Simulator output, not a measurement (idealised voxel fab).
A process module follows: voxel released beams.
Section shown: cut. Width: 145 nm. Cell size: 5 nm, square.
Cross-section format: a grid of square cells, given as bands from top to bottom; each band is one or more rows of cells. A band entry consists of two parts. The first gives the height of the band's top and the height of its bottom, in nm. The rest lists the band's materials from left to right, each with its width in nm. A single material labelled with the word "full width" fills the band from edge to edge, and the word "air" marks empty space. The reference from which all heights are counted is 0, the level beneath which the as-received wafer is entirely one material; the lowest band, having no lower bound, proceeds downward and is written after the example "from 0 down". Think of "30..40" as a width that walks from the first number to the second as you go down the band, top row to bottom row, taking equal-sized steps from row to row. You'll sometimes find "nothing altered" written for a step, and that's the way of saying that nowhere in the cross-section did a cell change during that step. "Sealed void listing" enumerates empty spaces isolated from the top, with no open way to it, that contain at least 8 cells, giving each as width x height at distance from the left edge, all three in nm. Anything after a step's settings on that line? It's the simulator's own note about the step. overlay nm: mask offset rightward from planned place, masked step; negative means leftward offset.

[plan]
- 1: RECEIVE with material Si
- 2: CONFORMAL_DEP with material Al2O3, thk nm 10
- 3: DIRECTIONAL_DEP with material SiO2, thk nm 10
- 4: MASKED_ETCH with tone open, mask id ANCHOR, width nm 40, etch materials SiO2, depth nm 10, overlay nm 0
- 5: CONFORMAL_DEP with material SiN, thk nm 15
- 6: MASKED_ETCH with tone cover, mask id BEAM, width nm 85, etch materials SiN, depth nm 15, overlay nm 0
- 7: STRIP with etch materials SiO2

[Wafer cross-section on receipt, i.e. after step 1]
    from 0 down: Si full width
    Sealed void listing: none

[First of two wafers: cross-section at end of module, run per plan]
    from 35 to 25: air (25)  SiN (20)  air (10)  SiN (55)  air (35)
    from 25 to 20: air (25)  SiN (85)  air (35)
    from 20 to 10: air (30)  SiN (40)  air (75)
    from 10 to 0: Al2O3 full width
    from 0 down: Si full width
    Sealed void listing: none

[What the second wafer looks like in cross-section once the module is done. Its start and its plan matched the first wafer's exactly; what differed was one mistake in how it was run]
    from 20 to 10: air (30)  SiN (15)  air (10)  SiN (15)  air (75)
    from 10 to 0: Al2O3 full width
    from 0 down: Si full width
    Sealed void listing: none
In executing the process, a mistake was made relative to the plan: step 6 ran as: MASKED_ETCH with tone open, mask id BEAM, width nm 85, etch materials SiN, depth nm 15, overlay nm 0
End of process, cell counts, second wafer against first, materials with more or fewer: SiN -51
